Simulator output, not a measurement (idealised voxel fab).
Presented below is a process module, voxel plated lines.
Each square cell in cross-section cut measures 5 nm, and the section as a whole is 215 nm wide.
Cross-section layout: square cells on a grid; listed as bands, top to bottom; a band spans one or more cell rows.
Look at the band entry: it leads with the top's height and the bottom's height in nm. Then it lists the materials left to right, with a width in nm for each. The word "all across" on a single material says that material fills the band edge to edge. The word "empty" is empty space.
Beneath 0, the wafer as received is one material, and that level is where height counting begins. The lowest band goes on downward without a bottom; it is written like "0 -> down".
When a width is written as two numbers, as in "30->40", the first number is the width in the top row of cells of the band and the second is the width in its bottom row, and the width changes by the same amount from each row to the next.
The designation "no alteration", where it is given for a processing step, indicates that no cell of the cross-section was altered in the course of that step.
For the entry "Enclosed void entries", the listed items are empty spaces with no open way to the top whose size is 8 cells or more; each item follows the pattern width x height at distance, where distance is from the left edge and all three are in nm.
Where a step's line continues beyond its settings, the continuation is a remark by the simulator itself on that step.
overlay nm: mask offset rightward from planned place, masked step; negative means leftward offset.

Process steps (planned)
| 1 | RECEIVE (material Si) |
| 2 | CONFORMAL_DEP (material SiO2; thk nm 5) |
| 3 | DIRECTIONAL_DEP (material TiN; thk nm 5) |
| 4 | PATTERN (tone open; mask id LINES; material resist; width nm 30; pitch nm 60; thk nm 35; overlay nm 0) |
| 5 | EPI (material Ru; thk nm 10) |
| 6 | EPI (material Ru; thk nm 5) |
| 7 | EPI (material Ru; thk nm 10) |
| 8 | STRIP (etch materials resist) |
| 9 | DIRECTIONAL_ETCH (etch materials TiN; depth nm 5) |
| 10 | CONFORMAL_DEP (material SiCN; thk nm 5) |

Cross-section, incoming material, after step 1
  0 -> down = Si all across
  Enclosed void entries: none

First of two wafers at the end of the module, shown in cross-section; run carried out as planned
  40 -> 35 = 55 empty, 40 SiCN, 20 empty, 40 SiCN, 60 empty
  35 -> 10 = 55 empty, 5 SiCN, 30 Ru, 5 SiCN, 20 empty, 5 SiCN, 30 Ru, 5 SiCN, 60 empty
  10 -> 5 = 60 SiCN, 30 TiN, 30 SiCN, 30 TiN, 65 SiCN
  5 -> 0 = SiO2 all across
  0 -> down = Si all across
  Enclosed void entries: none

Second wafer through the module, sectioned at the end: same beginning and same plan as the first wafer, with one mistake in carrying it out
  50 -> 45 = 55 empty, 40 SiCN, 20 empty, 40 SiCN, 60 empty
  45 -> 20 = 55 empty, 5 SiCN, 30 Ru, 5 SiCN, 20 empty, 5 SiCN, 30 Ru, 5 SiCN, 60 empty
  20 -> 15 = 60 SiCN, 30 TiN, 30 SiCN, 30 TiN, 65 SiCN
  15 -> 5 = TiN all across
  5 -> 0 = SiO2 all across
  0 -> down = Si all across
  Enclosed void entries: none
In executing the process, a mistake was made relative to the plan: step 3, actual vs plan mismatch, actual run DIRECTIONAL_DEP (material TiN; thk nm 15)
Bottom line after processing is that, in cells, the second wafer is up or down on some materials versus the first: +86 TiN
